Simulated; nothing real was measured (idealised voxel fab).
process module | voxel transistor to metal
cross-section cut | 300 nm wide | cells 5 nm
A cross-section is a grid of square cells, given in bands from the top down. A band is one or more rows of cells.
Each band's line starts with the height of the band's top and of its bottom, in nm. Then come its materials from left to right, each with its width in nm. One material with "throughout" fills the band from edge to edge. "air" is empty space.
Height 0 is the level under which the wafer as received is all one material. The lowest band goes on downwards, as in "0 down".
A width such as "30 to 40" changes by the same amount from each row of cells to the next, from the band's top row to its bottom row.
"no change" after a step means that no cell of the cross-section changed.
closed voids: empty space of 8 cells or more with no open way to the top, each as width x height at its distance from the left edge, in nm
after a step's settings: what the simulator itself notes on the step
overlay nm, on a step with a mask: how far to the right of its planned place the mask lay; to the left if negative
plan
1 op RECEIVE | material Si
2 op CONFORMAL_DEP | material SiO2 | thk nm 5
3 op CONFORMAL_DEP | material SiN | thk nm 10
4 op DIRECTIONAL_DEP | material aC | thk nm 15
5 op PATTERN | tone cover | mask id ACTIVE | material resist | width nm 95 | pitch nm 125 | thk nm 30 | overlay nm 0
6 op DIRECTIONAL_ETCH | etch materials aC | depth nm 15
7 op STRIP | etch materials resist
8 op DIRECTIONAL_ETCH | etch materials SiN | depth nm 10
9 op DIRECTIONAL_ETCH | etch materials SiO2 | depth nm 5
10 op DIRECTIONAL_ETCH | etch materials Si | depth nm 20
11 op STRIP | etch materials aC
12 op FILL_DEP | material SiO2 | thk nm 10
13 op CMP | height nm 15
14 op SELECTIVE_ETCH | etch materials SiO2 | depth nm 5
15 op STRIP | etch materials SiN
16 op SELECTIVE_ETCH | etch materials SiO2 | depth nm 5
17 op OXIDIZE | depth nm 5
18 op DIRECTIONAL_DEP | material polySi | thk nm 25
19 op DIRECTIONAL_DEP | material SiCN | thk nm 15
20 op DIRECTIONAL_DEP | material aC | thk nm 10
21 op PATTERN | tone cover | mask id GATE | material resist | width nm 15 | pitch nm 125 | thk nm 25 | overlay nm 0
22 op DIRECTIONAL_ETCH | etch materials aC | depth nm 10
23 op STRIP | etch materials resist
24 op DIRECTIONAL_ETCH | etch materials SiCN | depth nm 25
25 op DIRECTIONAL_ETCH | etch materials polySi | depth nm 35
26 op STRIP | etch materials aC
27 op CONFORMAL_DEP | material SiN | thk nm 5
28 op DIRECTIONAL_ETCH | etch materials SiN | depth nm 5
29 op DIRECTIONAL_ETCH | etch materials SiO2 | depth nm 5
30 op EPI | material nSi | thk nm 5
31 op FILL_DEP | material SiO2 | thk nm 10
32 op CMP | height nm 40
33 op DIRECTIONAL_DEP | material SiO2 | thk nm 15
34 op DIRECTIONAL_DEP | material aC | thk nm 15
35 op PATTERN | tone open | mask id CONTACT | material resist | width nm 15 | thk nm 35 | overlay nm 0
36 op DIRECTIONAL_ETCH | etch materials aC | depth nm 15
37 op STRIP | etch materials resist
38 op DIRECTIONAL_ETCH | etch materials SiO2 | depth nm 55
39 op STRIP | etch materials aC
40 op CONFORMAL_DEP | material TiN | thk nm 5
41 op FILL_DEP | material W | thk nm 5
42 op CMP | height nm 55
43 op DIRECTIONAL_DEP | material TiN | thk nm 5
44 op DIRECTIONAL_DEP | material W | thk nm 15
45 op DIRECTIONAL_DEP | material aC | thk nm 15
46 op PATTERN | tone cover | mask id METAL_1 | material resist | width nm 15 | thk nm 30 | overlay nm 0
47 op DIRECTIONAL_ETCH | etch materials aC | depth nm 15
48 op STRIP | etch materials resist
49 op DIRECTIONAL_ETCH | etch materials W | depth nm 15
50 op DIRECTIONAL_ETCH | etch materials TiN | depth nm 5
51 op STRIP | etch materials aC
52 op CONFORMAL_DEP | material SiN | thk nm 5
53 op FILL_DEP | material lowk | thk nm 5
54 op CMP | height nm 75
55 op CONFORMAL_DEP | material SiN | thk nm 5
as received, after step 1
  0 down: Si throughout
  closed voids: none
a wafer at the end: this start, this plan, one mistake
  80 to 75: SiN throughout
  75 to 60: lowk 45 | SiN 5 | W 15 | SiN 5 | lowk 35 | SiN 5 | W 15 | SiN 5 | lowk 40 | SiN 5 | W 15 | SiN 5 | lowk 35 | SiN 5 | W 15 | SiN 5 | lowk 45
  60 to 55: SiN 50 | TiN 15 | SiN 45 | TiN 15 | SiN 50 | TiN 15 | SiN 45 | TiN 15 | SiN 50
  55 to 40: SiO2 50 | TiN 5 | W 5 | TiN 5 | SiO2 45 | TiN 5 | W 5 | TiN 5 | SiO2 50 | TiN 5 | W 5 | TiN 5 | SiO2 45 | TiN 5 | W 5 | TiN 5 | SiO2 50
  40 to 25: SiO2 50 | TiN 5 | W 5 | TiN 5 | SiO2 10 | SiN 5 | SiCN 15 | SiN 5 | SiO2 10 | TiN 5 | W 5 | TiN 5 | SiO2 50 | TiN 5 | W 5 | TiN 5 | SiO2 10 | SiN 5 | SiCN 15 | SiN 5 | SiO2 10 | TiN 5 | W 5 | TiN 5 | SiO2 50
  25 to 5: SiO2 50 | TiN 5 | W 5 | TiN 5 | SiO2 10 | SiN 5 | polySi 15 | SiN 5 | SiO2 10 | TiN 5 | W 5 | TiN 5 | SiO2 50 | TiN 5 | W 5 | TiN 5 | SiO2 10 | SiN 5 | polySi 15 | SiN 5 | SiO2 10 | TiN 5 | W 5 | TiN 5 | SiO2 50
  5 to 0: SiO2 35 | SiN 5 | SiO2 10 | TiN 15 | SiO2 10 | SiN 5 | polySi 15 | SiN 5 | SiO2 10 | TiN 15 | SiO2 10 | SiN 5 | SiO2 20 | SiN 5 | SiO2 10 | TiN 15 | SiO2 10 | SiN 5 | polySi 15 | SiN 5 | SiO2 10 | TiN 15 | SiO2 10 | SiN 5 | SiO2 35
  0 to -5: SiO2 40 | nSi 35 | SiO2 25 | nSi 35 | SiO2 30 | nSi 35 | SiO2 25 | nSi 35 | SiO2 40
  -5 to -40: SiO2 40 | Si 95 | SiO2 30 | Si 95 | SiO2 40
  -40 down: Si throughout
  closed voids: none
what went wrong: step 10 was run twice
